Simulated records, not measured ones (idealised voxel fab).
Presented below is a process module, voxel quadruple lines.
This is section cut - it's 215 nm across, gridded in 5 nm square cells.
A cross-section is a grid of square cells, given in bands from the top down. A band is one or more rows of cells. Read a band's entry like this: the first values are the height of its top and the height of its bottom in nm, and what follows is the sequence of materials from left to right, each with its width in nm. Note that "blank" is empty space, and that a single material marked "edge to edge" reaches across the band from edge to edge. A quick word on heights: they are counted from 0, and under that level the wafer as it came to us is one material throughout. The lowest band is different from the rest in having no bottom; it simply continues downward, written as in "0 down". Read "30->40" as a graded width: first number on top, second number at the bottom, same change between each pair of neighbouring rows. "no alteration" means the step left every cell of the cross-section as it was. Listed in "Tabulated closed voids": every empty space of 8 or more cells without an open way to the top. Form: width x height at distance, the distance being from the left edge, all in nm. On each step's line, the part that comes after the settings is the simulator's own comment on the step. The "overlay nm" setting may appear on a step's line; for a step that uses a mask, it gives how far to the right of its planned position the mask lay, and a negative value indicates the left. Reading key. Pairs: pre-step and post-step cross-section, one process step apart; post-step view only to lowest changed band. Step between + settings: beneath pair. Runs: pairs may be from different runs of this module, same starting wafer. Continuation from pair above: only where "Prior to processing" entry says.
## Prior to processing
- 40 to 25 | blank 50 nm, then SiCN 5 nm, then polySi 10 nm, then SiCN 5 nm, then blank 15 nm, then SiCN 5 nm, then polySi 10 nm, then SiCN 5 nm, then blank 5 nm, then SiCN 5 nm, then polySi 10 nm, then SiCN 5 nm, then blank 15 nm, then SiCN 5 nm, then polySi 10 nm, then SiCN 5 nm, then blank 50 nm
- 25 to 10 | Ru edge to edge
- 10 to 0 | SiO2 edge to edge
- 0 down | Si edge to edge
- Tabulated closed voids: none
## Post-Step Geometry
- 40 to 25 | blank 50 nm, then SiCN 5 nm, then blank 10 nm, then SiCN 5 nm, then blank 15 nm, then SiCN 5 nm, then blank 10 nm, then SiCN 5 nm, then blank 5 nm, then SiCN 5 nm, then blank 10 nm, then SiCN 5 nm, then blank 15 nm, then SiCN 5 nm, then blank 10 nm, then SiCN 5 nm, then blank 50 nm
- Below 25, no change.
- Tabulated closed voids: none
The before and after cross-sections above are linked by op STRIP | etch materials polySi
Prior to processing: The initial state for this step is given by the after cross-section of the immediately preceding pair.
## Post-Step Geometry
- 40 to 25 | blank 50 nm, then SiCN 5 nm, then blank 10 nm, then SiCN 5 nm, then blank 15 nm, then SiCN 5 nm, then blank 10 nm, then SiCN 5 nm, then blank 5 nm, then SiCN 5 nm, then blank 10 nm, then SiCN 5 nm, then blank 15 nm, then SiCN 5 nm, then blank 10 nm, then SiCN 5 nm, then blank 50 nm
- 25 to 10 | blank 50 nm, then Ru 5 nm, then blank 10 nm, then Ru 5 nm, then blank 15 nm, then Ru 5 nm, then blank 10 nm, then Ru 5 nm, then blank 5 nm, then Ru 5 nm, then blank 10 nm, then Ru 5 nm, then blank 15 nm, then Ru 5 nm, then blank 10 nm, then Ru 5 nm, then blank 50 nm
- Below 10, no change.
- Tabulated closed voids: none
The before and after cross-sections above are linked by op DIRECTIONAL_ETCH | etch materials Ru | depth nm 15
Prior to processing: The initial state for this step is given by the after cross-section of the immediately preceding pair.
## Post-Step Geometry
- 25 to 10 | blank 50 nm, then Ru 5 nm, then blank 10 nm, then Ru 5 nm, then blank 15 nm, then Ru 5 nm, then blank 10 nm, then Ru 5 nm, then blank 5 nm, then Ru 5 nm, then blank 10 nm, then Ru 5 nm, then blank 15 nm, then Ru 5 nm, then blank 10 nm, then Ru 5 nm, then blank 50 nm
- Below 10, no change.
- Tabulated closed voids: none
The before and after cross-sections above are linked by op STRIP | etch materials SiCN
Prior to processing: The initial state for this step is given by the after cross-section of the immediately preceding pair.
## Post-Step Geometry
- 35 to 25 | lowk edge to edge
- 25 to 10 | lowk 50 nm, then Ru 5 nm, then lowk 10 nm, then Ru 5 nm, then lowk 15 nm, then Ru 5 nm, then lowk 10 nm, then Ru 5 nm, then lowk 5 nm, then Ru 5 nm, then lowk 10 nm, then Ru 5 nm, then lowk 15 nm, then Ru 5 nm, then lowk 10 nm, then Ru 5 nm, then lowk 50 nm
- Below 10, no change.
- Tabulated closed voids: none
The before and after cross-sections above are linked by op FILL_DEP | material lowk | thk nm 10
Prior to processing: The initial state for this step is given by the after cross-section of the immediately preceding pair.
## Post-Step Geometry
- 25 to 10 | lowk 50 nm, then Ru 5 nm, then lowk 10 nm, then Ru 5 nm, then lowk 15 nm, then Ru 5 nm, then lowk 10 nm, then Ru 5 nm, then lowk 5 nm, then Ru 5 nm, then lowk 10 nm, then Ru 5 nm, then lowk 15 nm, then Ru 5 nm, then lowk 10 nm, then Ru 5 nm, then lowk 50 nm
- Below 10, no change.
- Tabulated closed voids: none
The before and after cross-sections above are linked by op CMP | height nm 25
## Prior to processing
- 65 to 40 | aC edge to edge
- 40 to 25 | polySi edge to edge
- 25 to 10 | Ru edge to edge
- 10 to 0 | SiO2 edge to edge
- 0 down | Si edge to edge
- Tabulated closed voids: none
## Post-Step Geometry
- 100 to 65 | blank 55 nm, then resist 20 nm, then blank 40 nm, then resist 20 nm, then blank 80 nm
- Below 65, no change.
- Tabulated closed voids: none
The before and after cross-sections above are linked by op PATTERN | tone cover | mask id MANDREL | material resist | width nm 20 | pitch nm 60 | thk nm 35 | overlay nm -10
Prior to processing: The initial state for this step is given by the after cross-section of the immediately preceding pair.
## Post-Step Geometry
- 75 to 65 | blank 55 nm, then resist 20 nm, then blank 40 nm, then resist 20 nm, then blank 80 nm
- 65 to 40 | blank 55 nm, then aC 20 nm, then blank 40 nm, then aC 20 nm, then blank 80 nm
- Below 40, no change.
- Tabulated closed voids: none
The before and after cross-sections above are linked by op DIRECTIONAL_ETCH | etch materials aC | depth nm 25
Prior to processing: The initial state for this step is given by the after cross-section of the immediately preceding pair.
## Post-Step Geometry
- 65 to 40 | blank 55 nm, then aC 20 nm, then blank 40 nm, then aC 20 nm, then blank 80 nm
- Below 40, no change.
- Tabulated closed voids: none
The before and after cross-sections above are linked by op STRIP | etch materials resist
Prior to processing: The initial state for this step is given by the after cross-section of the immediately preceding pair.
## Post-Step Geometry
- 75 to 65 | blank 45 nm, then SiO2 40 nm, then blank 20 nm, then SiO2 40 nm, then blank 70 nm
- 65 to 50 | blank 45 nm, then SiO2 10 nm, then aC 20 nm, then SiO2 10 nm, then blank 20 nm, then SiO2 10 nm, then aC 20 nm, then SiO2 10 nm, then blank 70 nm
- 50 to 40 | SiO2 55 nm, then aC 20 nm, then SiO2 40 nm, then aC 20 nm, then SiO2 80 nm
- Below 40, no change.
- Tabulated closed voids: none
The before and after cross-sections above are linked by op CONFORMAL_DEP | material SiO2 | thk nm 10
Prior to processing: The initial state for this step is given by the after cross-section of the immediately preceding pair.
## Post-Step Geometry
- 65 to 40 | blank 45 nm, then SiO2 10 nm, then aC 20 nm, then SiO2 10 nm, then blank 20 nm, then SiO2 10 nm, then aC 20 nm, then SiO2 10 nm, then blank 70 nm
- Below 40, no change.
- Tabulated closed voids: none
The before and after cross-sections above are linked by op DIRECTIONAL_ETCH | etch materials SiO2 | depth nm 10
Prior to processing: The initial state for this step is given by the after cross-section of the immediately preceding pair.
## Post-Step Geometry
- 65 to 40 | blank 45 nm, then SiO2 10 nm, then blank 20 nm, then SiO2 10 nm, then blank 20 nm, then SiO2 10 nm, then blank 20 nm, then SiO2 10 nm, then blank 70 nm
- Below 40, no change.
- Tabulated closed voids: none
The before and after cross-sections above are linked by op STRIP | etch materials aC
Prior to processing: The initial state for this step is given by the after cross-section of the immediately preceding pair.
## Post-Step Geometry
- 65 to 40 | blank 45 nm, then SiO2 10 nm, then blank 20 nm, then SiO2 10 nm, then blank 20 nm, then SiO2 10 nm, then blank 20 nm, then SiO2 10 nm, then blank 70 nm
- 40 to 25 | blank 45 nm, then polySi 10 nm, then blank 20 nm, then polySi 10 nm, then blank 20 nm, then polySi 10 nm, then blank 20 nm, then polySi 10 nm, then blank 70 nm
- Below 25, no change.
- Tabulated closed voids: none
The before and after cross-sections above are linked by op DIRECTIONAL_ETCH | etch materials polySi | depth nm 15
Prior to processing: The initial state for this step is given by the after cross-section of the immediately preceding pair.
## Post-Step Geometry
- 40 to 25 | blank 45 nm, then polySi 10 nm, then blank 20 nm, then polySi 10 nm, then blank 20 nm, then polySi 10 nm, then blank 20 nm, then polySi 10 nm, then blank 70 nm
- Below 25, no change.
- Tabulated closed voids: none
The before and after cross-sections above are linked by op STRIP | etch materials SiO2
Prior to processing: The initial state for this step is given by the after cross-section of the immediately preceding pair.
## Post-Step Geometry
- 45 to 40 | blank 40 nm, then SiCN 20 nm, then blank 10 nm, then SiCN 20 nm, then blank 10 nm, then SiCN 20 nm, then blank 10 nm, then SiCN 20 nm, then blank 65 nm
- 40 to 30 | blank 40 nm, then SiCN 5 nm, then polySi 10 nm, then SiCN 5 nm, then blank 10 nm, then SiCN 5 nm, then polySi 10 nm, then SiCN 5 nm, then blank 10 nm, then SiCN 5 nm, then polySi 10 nm, then SiCN 5 nm, then blank 10 nm, then SiCN 5 nm, then polySi 10 nm, then SiCN 5 nm, then blank 65 nm
- 30 to 25 | SiCN 45 nm, then polySi 10 nm, then SiCN 20 nm, then polySi 10 nm, then SiCN 20 nm, then polySi 10 nm, then SiCN 20 nm, then polySi 10 nm, then SiCN 70 nm
- Below 25, no change.
- Tabulated closed voids: none
The before and after cross-sections above are linked by op CONFORMAL_DEP | material SiCN | thk nm 5
Prior to processing: The initial state for this step is given by the after cross-section of the immediately preceding pair.
## Post-Step Geometry
- 40 to 25 | blank 40 nm, then SiCN 5 nm, then polySi 10 nm, then SiCN 5 nm, then blank 10 nm, then SiCN 5 nm, then polySi 10 nm, then SiCN 5 nm, then blank 10 nm, then SiCN 5 nm, then polySi 10 nm, then SiCN 5 nm, then blank 10 nm, then SiCN 5 nm, then polySi 10 nm, then SiCN 5 nm, then blank 65 nm
- Below 25, no change.
- Tabulated closed voids: none
The before and after cross-sections above are linked by op DIRECTIONAL_ETCH | etch materials SiCN | depth nm 5
Prior to processing: The initial state for this step is given by the after cross-section of the immediately preceding pair.
## Post-Step Geometry
- 40 to 25 | blank 40 nm, then SiCN 5 nm, then blank 10 nm, then SiCN 5 nm, then blank 10 nm, then SiCN 5 nm, then blank 10 nm, then SiCN 5 nm, then blank 10 nm, then SiCN 5 nm, then blank 10 nm, then SiCN 5 nm, then blank 10 nm, then SiCN 5 nm, then blank 10 nm, then SiCN 5 nm, then blank 65 nm
- Below 25, no change.
- Tabulated closed voids: none
The before and after cross-sections above are linked by op STRIP | etch materials polySi
Prior to processing: The initial state for this step is given by the after cross-section of the immediately preceding pair.
## Post-Step Geometry
- 40 to 25 | blank 40 nm, then SiCN 5 nm, then blank 10 nm, then SiCN 5 nm, then blank 10 nm, then SiCN 5 nm, then blank 10 nm, then SiCN 5 nm, then blank 10 nm, then SiCN 5 nm, then blank 10 nm, then SiCN 5 nm, then blank 10 nm, then SiCN 5 nm, then blank 10 nm, then SiCN 5 nm, then blank 65 nm
- 25 to 10 | blank 40 nm, then Ru 5 nm, then blank 10 nm, then Ru 5 nm, then blank 10 nm, then Ru 5 nm, then blank 10 nm, then Ru 5 nm, then blank 10 nm, then Ru 5 nm, then blank 10 nm, then Ru 5 nm, then blank 10 nm, then Ru 5 nm, then blank 10 nm, then Ru 5 nm, then blank 65 nm
- Below 10, no change.
- Tabulated closed voids: none
The before and after cross-sections above are linked by op DIRECTIONAL_ETCH | etch materials Ru | depth nm 15
Prior to processing: The initial state for this step is given by the after cross-section of the immediately preceding pair.
## Post-Step Geometry
- 25 to 10 | blank 40 nm, then Ru 5 nm, then blank 10 nm, then Ru 5 nm, then blank 10 nm, then Ru 5 nm, then blank 10 nm, then Ru 5 nm, then blank 10 nm, then Ru 5 nm, then blank 10 nm, then Ru 5 nm, then blank 10 nm, then Ru 5 nm, then blank 10 nm, then Ru 5 nm, then blank 65 nm
- Below 10, no change.
- Tabulated closed voids: none
The before and after cross-sections above are linked by op STRIP | etch materials SiCN
Prior to processing: The initial state for this step is given by the after cross-section of the immediately preceding pair.
## Post-Step Geometry
- 35 to 25 | lowk edge to edge
- 25 to 10 | lowk 40 nm, then Ru 5 nm, then lowk 10 nm, then Ru 5 nm, then lowk 10 nm, then Ru 5 nm, then lowk 10 nm, then Ru 5 nm, then lowk 10 nm, then Ru 5 nm, then lowk 10 nm, then Ru 5 nm, then lowk 10 nm, then Ru 5 nm, then lowk 10 nm, then Ru 5 nm, then lowk 65 nm
- Below 10, no change.
- Tabulated closed voids: none
The before and after cross-sections above are linked by op FILL_DEP | material lowk | thk nm 10
Prior to processing: The initial state for this step is given by the after cross-section of the immediately preceding pair.
## Post-Step Geometry
- 25 to 10 | lowk 40 nm, then Ru 5 nm, then lowk 10 nm, then Ru 5 nm, then lowk 10 nm, then Ru 5 nm, then lowk 10 nm, then Ru 5 nm, then lowk 10 nm, then Ru 5 nm, then lowk 10 nm, then Ru 5 nm, then lowk 10 nm, then Ru 5 nm, then lowk 10 nm, then Ru 5 nm, then lowk 65 nm
- Below 10, no change.
- Tabulated closed voids: none
The before and after cross-sections above are linked by op CMP | height nm 25
## Prior to processing
- 25 to 10 | blank 50 nm, then Ru 5 nm, then blank 10 nm, then Ru 5 nm, then blank 10 nm, then Ru 5 nm, then blank 10 nm, then Ru 5 nm, then blank 10 nm, then Ru 5 nm, then blank 10 nm, then Ru 5 nm, then blank 10 nm, then Ru 5 nm, then blank 10 nm, then Ru 5 nm, then blank 55 nm
- 10 to 0 | SiO2 edge to edge
- 0 down | Si edge to edge
- Tabulated closed voids: none
## Post-Step Geometry
- 35 to 25 | polySi edge to edge
- 25 to 10 | polySi 50 nm, then Ru 5 nm, then polySi 10 nm, then Ru 5 nm, then polySi 10 nm, then Ru 5 nm, then polySi 10 nm, then Ru 5 nm, then polySi 10 nm, then Ru 5 nm, then polySi 10 nm, then Ru 5 nm, then polySi 10 nm, then Ru 5 nm, then polySi 10 nm, then Ru 5 nm, then polySi 55 nm
- Below 10, no change.
- Tabulated closed voids: none
The before and after cross-sections above are linked by op FILL_DEP | material polySi | thk nm 10
Prior to processing: The initial state for this step is given by the after cross-section of the immediately preceding pair.
## Post-Step Geometry
- 25 to 10 | polySi 50 nm, then Ru 5 nm, then polySi 10 nm, then Ru 5 nm, then polySi 10 nm, then Ru 5 nm, then polySi 10 nm, then Ru 5 nm, then polySi 10 nm, then Ru 5 nm, then polySi 10 nm, then Ru 5 nm, then polySi 10 nm, then Ru 5 nm, then polySi 10 nm, then Ru 5 nm, then polySi 55 nm
- Below 10, no change.
- Tabulated closed voids: none
The before and after cross-sections above are linked by op CMP | height nm 25
## Prior to processing
- 65 to 40 | aC edge to edge
- 40 to 25 | polySi edge to edge
- 25 to 10 | Ru edge to edge
- 10 to 0 | SiO2 edge to edge
- 0 down | Si edge to edge
- Tabulated closed voids: none
## Post-Step Geometry
- 100 to 65 | resist 65 nm, then blank 20 nm, then resist 40 nm, then blank 20 nm, then resist 70 nm
- Below 65, no change.
- Tabulated closed voids: none
The before and after cross-sections above are linked by op PATTERN | tone open | mask id MANDREL | material resist | width nm 20 | pitch nm 60 | thk nm 35 | overlay nm 0
Prior to processing: The initial state for this step is given by the after cross-section of the immediately preceding pair.
## Post-Step Geometry
- 75 to 65 | resist 65 nm, then blank 20 nm, then resist 40 nm, then blank 20 nm, then resist 70 nm
- 65 to 40 | aC 65 nm, then blank 20 nm, then aC 40 nm, then blank 20 nm, then aC 70 nm
- Below 40, no change.
- Tabulated closed voids: none
The before and after cross-sections above are linked by op DIRECTIONAL_ETCH | etch materials aC | depth nm 25
Prior to processing: The initial state for this step is given by the after cross-section of the immediately preceding pair.
## Post-Step Geometry
- 65 to 40 | aC 65 nm, then blank 20 nm, then aC 40 nm, then blank 20 nm, then aC 70 nm
- Below 40, no change.
- Tabulated closed voids: none
The before and after cross-sections above are linked by op STRIP | etch materials resist
Prior to processing: The initial state for this step is given by the after cross-section of the immediately preceding pair.
## Post-Step Geometry
- 75 to 65 | SiO2 edge to edge
- 65 to 40 | aC 65 nm, then SiO2 20 nm, then aC 40 nm, then SiO2 20 nm, then aC 70 nm
- Below 40, no change.
- Tabulated closed voids: none
The before and after cross-sections above are linked by op CONFORMAL_DEP | material SiO2 | thk nm 10
Prior to processing: The initial state for this step is given by the after cross-section of the immediately preceding pair.
## Post-Step Geometry
- 65 to 40 | aC 65 nm, then SiO2 20 nm, then aC 40 nm, then SiO2 20 nm, then aC 70 nm
- Below 40, no change.
- Tabulated closed voids: none
The before and after cross-sections above are linked by op DIRECTIONAL_ETCH | etch materials SiO2 | depth nm 10
Prior to processing: The initial state for this step is given by the after cross-section of the immediately preceding pair.
## Post-Step Geometry
- 65 to 40 | blank 65 nm, then SiO2 20 nm, then blank 40 nm, then SiO2 20 nm, then blank 70 nm
- Below 40, no change.
- Tabulated closed voids: none
The before and after cross-sections above are linked by op STRIP | etch materials aC
Prior to processing: The initial state for this step is given by the after cross-section of the immediately preceding pair.
## Post-Step Geometry
- 65 to 40 | blank 65 nm, then SiO2 20 nm, then blank 40 nm, then SiO2 20 nm, then blank 70 nm
- 40 to 25 | blank 65 nm, then polySi 20 nm, then blank 40 nm, then polySi 20 nm, then blank 70 nm
- Below 25, no change.
- Tabulated closed voids: none
The before and after cross-sections above are linked by op DIRECTIONAL_ETCH | etch materials polySi | depth nm 15
Prior to processing: The initial state for this step is given by the after cross-section of the immediately preceding pair.
## Post-Step Geometry
- 40 to 25 | blank 65 nm, then polySi 20 nm, then blank 40 nm, then polySi 20 nm, then blank 70 nm
- Below 25, no change.
- Tabulated closed voids: none
The before and after cross-sections above are linked by op STRIP | etch materials SiO2
Prior to processing: The initial state for this step is given by the after cross-section of the immediately preceding pair.
## Post-Step Geometry
- 45 to 40 | blank 60 nm, then SiCN 30 nm, then blank 30 nm, then SiCN 30 nm, then blank 65 nm
- 40 to 30 | blank 60 nm, then SiCN 5 nm, then polySi 20 nm, then SiCN 5 nm, then blank 30 nm, then SiCN 5 nm, then polySi 20 nm, then SiCN 5 nm, then blank 65 nm
- 30 to 25 | SiCN 65 nm, then polySi 20 nm, then SiCN 40 nm, then polySi 20 nm, then SiCN 70 nm
- Below 25, no change.
- Tabulated closed voids: none
The before and after cross-sections above are linked by op CONFORMAL_DEP | material SiCN | thk nm 5
Prior to processing: The initial state for this step is given by the after cross-section of the immediately preceding pair.
## Post-Step Geometry
- 40 to 25 | blank 60 nm, then SiCN 5 nm, then polySi 20 nm, then SiCN 5 nm, then blank 30 nm, then SiCN 5 nm, then polySi 20 nm, then SiCN 5 nm, then blank 65 nm
- Below 25, no change.
- Tabulated closed voids: none
The before and after cross-sections above are linked by op DIRECTIONAL_ETCH | etch materials SiCN | depth nm 5
Prior to processing: The initial state for this step is given by the after cross-section of the immediately preceding pair.
## Post-Step Geometry
- 40 to 25 | blank 60 nm, then SiCN 5 nm, then blank 20 nm, then SiCN 5 nm, then blank 30 nm, then SiCN 5 nm, then blank 20 nm, then SiCN 5 nm, then blank 65 nm
- Below 25, no change.
- Tabulated closed voids: none
The before and after cross-sections above are linked by op STRIP | etch materials polySi
Prior to processing: The initial state for this step is given by the after cross-section of the immediately preceding pair.
## Post-Step Geometry
- 40 to 25 | blank 60 nm, then SiCN 5 nm, then blank 20 nm, then SiCN 5 nm, then blank 30 nm, then SiCN 5 nm, then blank 20 nm, then SiCN 5 nm, then blank 65 nm
- 25 to 10 | blank 60 nm, then Ru 5 nm, then blank 20 nm, then Ru 5 nm, then blank 30 nm, then Ru 5 nm, then blank 20 nm, then Ru 5 nm, then blank 65 nm
- Below 10, no change.
- Tabulated closed voids: none
The before and after cross-sections above are linked by op DIRECTIONAL_ETCH | etch materials Ru | depth nm 15
Prior to processing: The initial state for this step is given by the after cross-section of the immediately preceding pair.
## Post-Step Geometry
- 25 to 10 | blank 60 nm, then Ru 5 nm, then blank 20 nm, then Ru 5 nm, then blank 30 nm, then Ru 5 nm, then blank 20 nm, then Ru 5 nm, then blank 65 nm
- Below 10, no change.
- Tabulated closed voids: none
The before and after cross-sections above are linked by op STRIP | etch materials SiCN
Prior to processing: The initial state for this step is given by the after cross-section of the immediately preceding pair.
## Post-Step Geometry
- 35 to 25 | lowk edge to edge
- 25 to 10 | lowk 60 nm, then Ru 5 nm, then lowk 20 nm, then Ru 5 nm, then lowk 30 nm, then Ru 5 nm, then lowk 20 nm, then Ru 5 nm, then lowk 65 nm
- Below 10, no change.
- Tabulated closed voids: none
The before and after cross-sections above are linked by op FILL_DEP | material lowk | thk nm 10
Prior to processing: The initial state for this step is given by the after cross-section of the immediately preceding pair.
## Post-Step Geometry
- 25 to 10 | lowk 60 nm, then Ru 5 nm, then lowk 20 nm, then Ru 5 nm, then lowk 30 nm, then Ru 5 nm, then lowk 20 nm, then Ru 5 nm, then lowk 65 nm
- Below 10, no change.
- Tabulated closed voids: none
The before and after cross-sections above are linked by op CMP | height nm 25
